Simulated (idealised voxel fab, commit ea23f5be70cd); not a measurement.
process module | voxel spacer lines
Each square cell in cross-section cut measures 5 nm, and the section as a whole is 275 nm wide.
Cross-section = grid of square cells, listed top down in bands; band = one or more rows.
Band: top height; bottom height; in nm. Then, left to right: material with width in nm, for each material. "edge to edge": a single material spanning edge to edge. "empty": empty space.
Convention: height 0 is the level below which the wafer, as received, is all one material. The lowest band does not terminate at the bottom but continues downward, represented as "top 0, no bottom".
Width "30..40": first value at the band's top row of cells, second value at its bottom row, equal change from row to row.
It should be understood that the words "no alteration", when stated for a given step, signify that the cross-section underwent no change in any of its cells during that step.
"Closed void listing" enumerates empty spaces isolated from the top, with no open way to it, that contain at least 8 cells, giving each as width x height at distance from the left edge, all three in nm.
Formally, on a step line, whatever follows the settings is a remark that the simulator itself makes on the step.
Among the settings permitted on a step's line is "overlay nm"; applied to a step with a mask, it specifies the extent to which the mask lay to the right of its planned position, whereas a negative figure signifies a position to the left.

# Below is the list of planned process steps
step 1: RECEIVE: material Si
step 2: CONFORMAL_DEP: material Al2O3, thk nm 5
step 3: DIRECTIONAL_DEP: material polySi, thk nm 15
step 4: DIRECTIONAL_DEP: material aC, thk nm 20
step 5: PATTERN: tone cover, mask id MANDREL, material resist, width nm 15, pitch nm 50, thk nm 25, overlay nm 0
step 6: DIRECTIONAL_ETCH: etch materials aC, depth nm 20
step 7: STRIP: etch materials resist
step 8: CONFORMAL_DEP: material SiO2, thk nm 10
step 9: DIRECTIONAL_ETCH: etch materials SiO2, depth nm 10
step 10: STRIP: etch materials aC
step 11: DIRECTIONAL_ETCH: etch materials polySi, depth nm 15
step 12: STRIP: etch materials SiO2

# as received, after step 1
  top 0, no bottom: Si edge to edge
  Closed void listing: none

# Figure: cross-sectional view of the wafer upon completion of the module, processed from the initial state and according to the plan depicted above, with one error introduced during execution
  top 20, bottom 5: empty: 95; polySi: 35; empty: 15; polySi: 35; empty: 95
  top 5, bottom 0: Al2O3 edge to edge
  top 0, no bottom: Si edge to edge
  Closed void listing: none
What broke from the plan during processing? it was found that steps 10 and 11 of the process plan had been performed in exchanged positions
